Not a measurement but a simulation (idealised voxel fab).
process module | voxel trench capacitor
cross-section cut | 235 nm wide | cells 5 nm
A cross-section is a grid of square cells, given in bands from the top down. A band is one or more rows of cells.
Each band's line starts with the height of the band's top and of its bottom, in nm. Then come its materials from left to right, each with its width in nm. One material with "throughout" fills the band from edge to edge. "air" is empty space.
Height 0 is the level under which the wafer as received is all one material. The lowest band goes on downwards, as in "0 down".
A width such as "30 to 40" changes by the same amount from each row of cells to the next, from the band's top row to its bottom row.
"no change" after a step means that no cell of the cross-section changed.
closed voids: empty space of 8 cells or more with no open way to the top, each as width x height at its distance from the left edge, in nm
after a step's settings: what the simulator itself notes on the step
overlay nm, on a step with a mask: how far to the right of its planned place the mask lay; to the left if negative
plan
1 op RECEIVE | material Si
2 op CONFORMAL_DEP | material SiN | thk nm 10
3 op MASKED_ETCH | tone open | mask id TRENCH | width nm 15 | pitch nm 45 | etch materials SiN | depth nm 10 | overlay nm 0
4 op MASKED_ETCH | tone open | mask id TRENCH | width nm 15 | pitch nm 45 | etch materials Si | depth nm 25 | overlay nm 0
5 op CONFORMAL_DEP | material SiO2 | thk nm 5
6 op FILL_DEP | material polySi | thk nm 5
7 op CMP | height nm 10
as received, after step 1
  0 down: Si throughout
  closed voids: none
a wafer at the end: this start, this plan, one mistake
  10 to 0: polySi 85 | SiO2 5 | polySi 5 | SiO2 5 | polySi 30 | SiO2 5 | polySi 5 | SiO2 5 | polySi 90
  0 to -10: Si 85 | SiO2 5 | polySi 5 | SiO2 5 | Si 30 | SiO2 5 | polySi 5 | SiO2 5 | Si 90
  -10 to -15: Si 85 | SiO2 15 | Si 30 | SiO2 15 | Si 90
  -15 down: Si throughout
  closed voids: none
what went wrong: step 2 ran as: op CONFORMAL_DEP | material polySi | thk nm 10
